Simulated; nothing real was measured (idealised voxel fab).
process module | voxel fin reveal
cross-section cut | 280 nm wide | cells 5 nm
A cross-section is a grid of square cells, given in bands from the top down. A band is one or more rows of cells.
Each band's line starts with the height of the band's top and of its bottom, in nm. Then come its materials from left to right, each with its width in nm. One material with "throughout" fills the band from edge to edge. "air" is empty space.
Height 0 is the level under which the wafer as received is all one material. The lowest band goes on downwards, as in "0 down".
A width such as "30 to 40" changes by the same amount from each row of cells to the next, from the band's top row to its bottom row.
"no change" after a step means that no cell of the cross-section changed.
closed voids: empty space of 8 cells or more with no open way to the top, each as width x height at its distance from the left edge, in nm
after a step's settings: what the simulator itself notes on the step
overlay nm, on a step with a mask: how far to the right of its planned place the mask lay; to the left if negative
plan
1 op RECEIVE | material Si
2 op CONFORMAL_DEP | material SiN | thk nm 5
3 op MASKED_ETCH | tone cover | mask id FINS | width nm 15 | pitch nm 40 | etch materials SiN | depth nm 5 | overlay nm 0
4 op MASKED_ETCH | tone cover | mask id FINS | width nm 15 | pitch nm 40 | etch materials Si | depth nm 35 | overlay nm 0
5 op OXIDIZE | depth nm 5
6 op FILL_DEP | material SiO2 | thk nm 15
7 op CMP | height nm 5
8 op SELECTIVE_ETCH | etch materials SiO2 | depth nm 30
9 op STRIP | etch materials SiN
as received, after step 1
  0 down: Si throughout
  closed voids: none
first wafer at the end, as planned
  0 to -25: air 95 | Si 5 | air 35 | Si 5 | air 35 | Si 5 | air 100
  -25 to -40: SiO2 95 | Si 5 | SiO2 35 | Si 5 | SiO2 35 | Si 5 | SiO2 100
  -40 down: Si throughout
  closed voids: none
second wafer at the end: like start, like plan, one mistake
  -5 to -25: air 95 | Si 5 | air 35 | Si 5 | air 35 | Si 5 | air 100
  -25 to -40: SiO2 95 | Si 5 | SiO2 35 | Si 5 | SiO2 35 | Si 5 | SiO2 100
  -40 down: Si throughout
  closed voids: none
what went wrong: step 2 was left out
at the end the second wafer has, in cells: 3 fewer of Si
